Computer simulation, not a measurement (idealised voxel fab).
Process module under the name voxel fin reveal
For reference, the cross-section in this document is cut, with width 180 nm and square cells of 5 nm.
Square cells in a grid make up a cross-section in this document, and the grid is given as bands, listed from the top down, each one or more rows of cells.
Look at the band entry: it leads with the top's height and the bottom's height in nm. Then it lists the materials left to right, with a width in nm for each. The word "edge to edge" on a single material says that material fills the band edge to edge. The word "blank" is empty space.
Measure heights from 0. That's the level where, below it, the as-received wafer is all one material. The lowest band is bottomless and extends downward; write it as in "0 nm and below".
It should be noted that a width expressed as "30->40" varies in equal increments from row to row of cells within the band, taking the value of the first number at the top row and that of the second number at the bottom row.
"no change occurred" means the step left every cell of the cross-section as it was.
The list in "Closed voids list" covers empty spaces of 8 cells or more that cannot reach the top through any open way, and it gives each as width x height at distance; the distance is from the left edge, and width, height and distance are in nm.
Post-settings text on a step line: simulator's own remark regarding the step.
overlay nm: where the mask lay relative to plan, measured to the right, on steps with a mask; negatives go left.
PLANNED STEP LIST FOR THE PROCESS
1. RECEIVE, material Si
2. CONFORMAL_DEP, material SiN, thk nm 10
3. DIRECTIONAL_DEP, material aC, thk nm 15
4. PATTERN, tone cover, mask id FINS, material resist, width nm 15, pitch nm 40, thk nm 35, overlay nm 0
5. DIRECTIONAL_ETCH, etch materials aC, depth nm 15
6. STRIP, etch materials resist
7. DIRECTIONAL_ETCH, etch materials SiN, depth nm 10
8. DIRECTIONAL_ETCH, etch materials Si, depth nm 35
9. STRIP, etch materials aC
10. FILL_DEP, material SiO2, thk nm 10
11. CMP, height nm 10
12. SELECTIVE_ETCH, etch materials SiO2, depth nm 20
13. STRIP, etch materials SiN
THE FOLLOWING PERTAINS TO THE FIRST OF TWO WAFERS, WHICH WAS PROCESSED AS PLANNED
AS-RECEIVED STATE OF THE WAFER IN CROSS-SECTION, EQUIVALENT TO POST-STEP 1
    0 nm and below  Si edge to edge
    Closed voids list: none
WAFER XSEC, POST STEP 2
    10 nm to 0 nm  SiN edge to edge
    Lower than 0, everything is as it was.
WAFER XSEC, POST STEP 3
    25 nm to 10 nm  aC edge to edge
    Lower than 10, everything is as it was.
WAFER XSEC, POST STEP 4
    60 nm to 25 nm  blank=40, resist=15, blank=25, resist=15, blank=25, resist=15, blank=45
    Lower than 25, everything is as it was.
WAFER XSEC, POST STEP 5
    45 nm to 25 nm  blank=40, resist=15, blank=25, resist=15, blank=25, resist=15, blank=45
    25 nm to 10 nm  blank=40, aC=15, blank=25, aC=15, blank=25, aC=15, blank=45
    Lower than 10, everything is as it was.
WAFER XSEC, POST STEP 6
    25 nm to 10 nm  blank=40, aC=15, blank=25, aC=15, blank=25, aC=15, blank=45
    Lower than 10, everything is as it was.
WAFER XSEC, POST STEP 7
    25 nm to 10 nm  blank=40, aC=15, blank=25, aC=15, blank=25, aC=15, blank=45
    10 nm to 0 nm  blank=40, SiN=15, blank=25, SiN=15, blank=25, SiN=15, blank=45
    Lower than 0, everything is as it was.
WAFER XSEC, POST STEP 8
    25 nm to 10 nm  blank=40, aC=15, blank=25, aC=15, blank=25, aC=15, blank=45
    10 nm to 0 nm  blank=40, SiN=15, blank=25, SiN=15, blank=25, SiN=15, blank=45
    0 nm to -35 nm  blank=40, Si=15, blank=25, Si=15, blank=25, Si=15, blank=45
    Lower than -35, everything is as it was.
WAFER XSEC, POST STEP 9
    10 nm to 0 nm  blank=40, SiN=15, blank=25, SiN=15, blank=25, SiN=15, blank=45
    Lower than 0, everything is as it was.
WAFER XSEC, POST STEP 10
    20 nm to 10 nm  SiO2 edge to edge
    10 nm to 0 nm  SiO2=40, SiN=15, SiO2=25, SiN=15, SiO2=25, SiN=15, SiO2=45
    0 nm to -35 nm  SiO2=40, Si=15, SiO2=25, Si=15, SiO2=25, Si=15, SiO2=45
    Lower than -35, everything is as it was.
WAFER XSEC, POST STEP 11
    10 nm to 0 nm  SiO2=40, SiN=15, SiO2=25, SiN=15, SiO2=25, SiN=15, SiO2=45
    Lower than 0, everything is as it was.
WAFER XSEC, POST STEP 12
    10 nm to 0 nm  blank=40, SiN=15, blank=25, SiN=15, blank=25, SiN=15, blank=45
    0 nm to -10 nm  blank=40, Si=15, blank=25, Si=15, blank=25, Si=15, blank=45
    Lower than -10, everything is as it was.
WAFER XSEC, POST STEP 13
    0 nm to -10 nm  blank=40, Si=15, blank=25, Si=15, blank=25, Si=15, blank=45
    Lower than -10, everything is as it was.
SECOND WAFER (IDENTICAL START AND PLAN, ONE PROCESSING ERROR; MATCHES FIRST WAFER THROUGH STEP 9)
THE SECOND WAFER CUT THROUGH, AT THE TIME STEP 10 WAS SUPPOSED TO BE FINISHED
    20 nm to 0 nm  SiN edge to edge
    0 nm to -35 nm  SiN=40, Si=15, SiN=25, Si=15, SiN=25, Si=15, SiN=45
    Lower than -35, everything is as it was.
THE SECOND WAFER CUT THROUGH, AT THE TIME STEP 11 WAS SUPPOSED TO BE FINISHED
    10 nm to 0 nm  SiN edge to edge
    Lower than 0, everything is as it was.
The second wafer cut through, at the time step 12 was supposed to be finished: no change occurred
THE SECOND WAFER CUT THROUGH, AT THE TIME STEP 13 WAS SUPPOSED TO BE FINISHED
    0 nm to -35 nm  blank=40, Si=15, blank=25, Si=15, blank=25, Si=15, blank=45
    Lower than -35, everything is as it was.
It is concluded that the wafer was processed incorrectly with respect to the plan, in that rather than as planned, step 10 actually ran as FILL_DEP, material SiN, thk nm 10
Cell-count delta at end, second wafer over first, by material: SiO2: 135 fewer
